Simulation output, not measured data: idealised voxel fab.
Documented hereafter: the process module known as voxel gate over fins.
We display cut, a cross-section 280 nm in width whose square cells are each 5 nm.
How to read a cross-section here: the picture is a grid of square cells, written as bands going from the top down, and any band can span one or more rows of cells.
For a band, the entry starts with two heights in nm, that of the top and then that of the bottom, and carries on with the band's materials in order from left to right, each alongside its width in nm; the word "edge to edge" beside a single material means it fills the band edge to edge, and "empty" means empty space.
Where do heights start? At 0: under that level the wafer as delivered is made of one material only. And the lowest band has no floor; it just carries on downward, as in "0 -> down".
Read "30..40" as a graded width: first number on top, second number at the bottom, same change between each pair of neighbouring rows.
Any step labelled "remained unchanged" changed none of the cells in the cross-section.
"Enclosed void entries": sealed empty spaces, 8 cells or more, no open way to top, listed width x height at distance, with distance from the left edge and width, height and distance in nm.
That trailing text on a step's line, after the settings, is the simulator's own remark on the step.
A step's line can hold "overlay nm"; with a mask on that step, the setting says how far right of the planned place the mask lay, while a negative setting says it lay to the left.
**Steps in the process plan**
1,RECEIVE: material Si
2,CONFORMAL_DEP: material SiN, thk nm 10
3,MASKED_ETCH: tone cover, mask id FINS, width nm 15, pitch nm 45, etch materials SiN, depth nm 10, overlay nm 0
4,MASKED_ETCH: tone cover, mask id FINS, width nm 15, pitch nm 45, etch materials Si, depth nm 30, overlay nm 0
5,OXIDIZE: depth nm 5
6,FILL_DEP: material SiO2, thk nm 5
7,CMP: height nm 10
8,SELECTIVE_ETCH: etch materials SiO2, depth nm 20
9,STRIP: etch materials SiN
10,CONFORMAL_DEP: material HfO2, thk nm 5
11,CONFORMAL_DEP: material TiN, thk nm 5
12,CONFORMAL_DEP: material TiAl, thk nm 5
13,CONFORMAL_DEP: material TiN, thk nm 5
14,FILL_DEP: material W, thk nm 15
15,CMP: height nm 30
16,CONFORMAL_DEP: material SiN, thk nm 10
Quick note for whoever runs this: the wafers start identical, but the width nm at step 3 isn't the same across them. The plan just shows what the first wafer had.
**Cross-section of the first of several received wafers, showing its state after step 1**
	0 -> down  Si edge to edge
	Enclosed void entries: none
**The first of several wafers, seen in cross-section after the module's last step, step 16**
	40 -> 30  SiN edge to edge
	30 -> 20  W edge to edge
	20 -> 15  95 nm W / 90 nm TiN / 95 nm W
	15 -> 10  95 nm W / 5 nm TiN / 35 nm TiAl / 10 nm TiN / 35 nm TiAl / 5 nm TiN / 95 nm W
	10 -> 5  100 nm TiN / 5 nm TiAl / 25 nm TiN / 5 nm TiAl / 10 nm TiN / 5 nm TiAl / 25 nm TiN / 5 nm TiAl / 100 nm TiN
	5 -> 0  105 nm TiAl / 5 nm TiN / 15 nm HfO2 / 5 nm TiN / 20 nm TiAl / 5 nm TiN / 15 nm HfO2 / 5 nm TiN / 105 nm TiAl
	0 -> -5  110 nm TiN / 5 nm HfO2 / 5 nm Si / 5 nm HfO2 / 30 nm TiN / 5 nm HfO2 / 5 nm Si / 5 nm HfO2 / 110 nm TiN
	-5 -> -10  115 nm HfO2 / 5 nm Si / 40 nm HfO2 / 5 nm Si / 115 nm HfO2
	-10 -> -35  115 nm SiO2 / 5 nm Si / 40 nm SiO2 / 5 nm Si / 115 nm SiO2
	-35 -> down  Si edge to edge
	Enclosed void entries: none
**Cross-section of the final wafer among several, taken at the end of the module**
	40 -> 30  SiN edge to edge
	30 -> 20  W edge to edge
	20 -> 15  90 nm W / 105 nm TiN / 85 nm W
	15 -> 10  90 nm W / 5 nm TiN / 95 nm TiAl / 5 nm TiN / 85 nm W
	10 -> 5  95 nm TiN / 5 nm TiAl / 40 nm TiN / 5 nm TiAl / 40 nm TiN / 5 nm TiAl / 90 nm TiN
	5 -> 0  100 nm TiAl / 5 nm TiN / 30 nm HfO2 / 5 nm TiN / 5 nm TiAl / 5 nm TiN / 30 nm HfO2 / 5 nm TiN / 95 nm TiAl
	0 -> -5  105 nm TiN / 5 nm HfO2 / 20 nm Si / 5 nm HfO2 / 15 nm TiN / 5 nm HfO2 / 20 nm Si / 5 nm HfO2 / 100 nm TiN
	-5 -> -10  110 nm HfO2 / 20 nm Si / 25 nm HfO2 / 20 nm Si / 105 nm HfO2
	-10 -> -35  110 nm SiO2 / 20 nm Si / 25 nm SiO2 / 20 nm Si / 105 nm SiO2
	-35 -> down  Si edge to edge
	Enclosed void entries: none
**wafer rows; end of module; cells per material since receipt: (+) gained, (-) lost; then closed voids**
width nm 15; +64 HfO2; -378 Si; +112 SiN; +270 SiO2; +64 TiAl; +128 TiN; +188 W; Enclosed void entries: none
width nm 20; +64 HfO2; -364 Si; +112 SiN; +260 SiO2; +64 TiAl; +126 TiN; +186 W; Enclosed void entries: none
width nm 25; +64 HfO2; -350 Si; +112 SiN; +250 SiO2; +64 TiAl; +124 TiN; +184 W; Enclosed void entries: none
width nm 30; +64 HfO2; -336 Si; +112 SiN; +240 SiO2; +62 TiAl; +124 TiN; +182 W; Enclosed void entries: none
